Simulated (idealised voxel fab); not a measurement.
process module | voxel ribs on slabs
cross-section cut | 250 nm wide | cells 5 nm
A cross-section is a grid of square cells, given in bands from the top down. A band is one or more rows of cells.
Each band's line starts with the height of the band's top and of its bottom, in nm. Then come its materials from left to right, each with its width in nm. One material with "throughout" fills the band from edge to edge. "air" is empty space.
Height 0 is the level under which the wafer as received is all one material. The lowest band goes on downwards, as in "0 down".
A width such as "30 to 40" changes by the same amount from each row of cells to the next, from the band's top row to its bottom row.
"no change" after a step means that no cell of the cross-section changed.
closed voids: empty space of 8 cells or more with no open way to the top, each as width x height at its distance from the left edge, in nm
after a step's settings: what the simulator itself notes on the step
overlay nm, on a step with a mask: how far to the right of its planned place the mask lay; to the left if negative
plan
1 op RECEIVE | material Si
2 op DIRECTIONAL_DEP | material SiO2 | thk nm 20
3 op DIRECTIONAL_DEP | material SiN | thk nm 20
4 op PATTERN | tone cover | mask id RIB | material resist | width nm 25 | thk nm 20 | overlay nm 0
5 op DIRECTIONAL_ETCH | etch materials SiN | depth nm 10
6 op STRIP | etch materials resist
7 op PATTERN | tone cover | mask id SLAB | material resist | width nm 55 | thk nm 15 | overlay nm 0
8 op DIRECTIONAL_ETCH | etch materials SiN | depth nm 10
9 op STRIP | etch materials resist
10 op FILL_DEP | material SiO2 | thk nm 15
11 op CMP | height nm 50
12 op DIRECTIONAL_DEP | material TiN | thk nm 10
13 op MASKED_ETCH | tone cover | mask id HEATER | width nm 35 | etch materials TiN | depth nm 10 | overlay nm 0
14 op CONFORMAL_DEP | material SiN | thk nm 10
as received, after step 1
  0 down: Si throughout
  closed voids: none
a wafer at the end: this start, this plan, one mistake
  75 to 65: air 90 | SiN 65 | air 95
  65 to 60: SiN throughout
  60 to 50: SiN 105 | TiN 35 | SiN 110
  50 to 40: SiO2 throughout
  40 to 30: SiO2 110 | SiN 25 | SiO2 115
  30 to 20: SiO2 95 | SiN 55 | SiO2 100
  20 to 0: SiO2 throughout
  0 down: Si throughout
  closed voids: none
what went wrong: step 14 ran as: op CONFORMAL_DEP | material SiN | thk nm 15
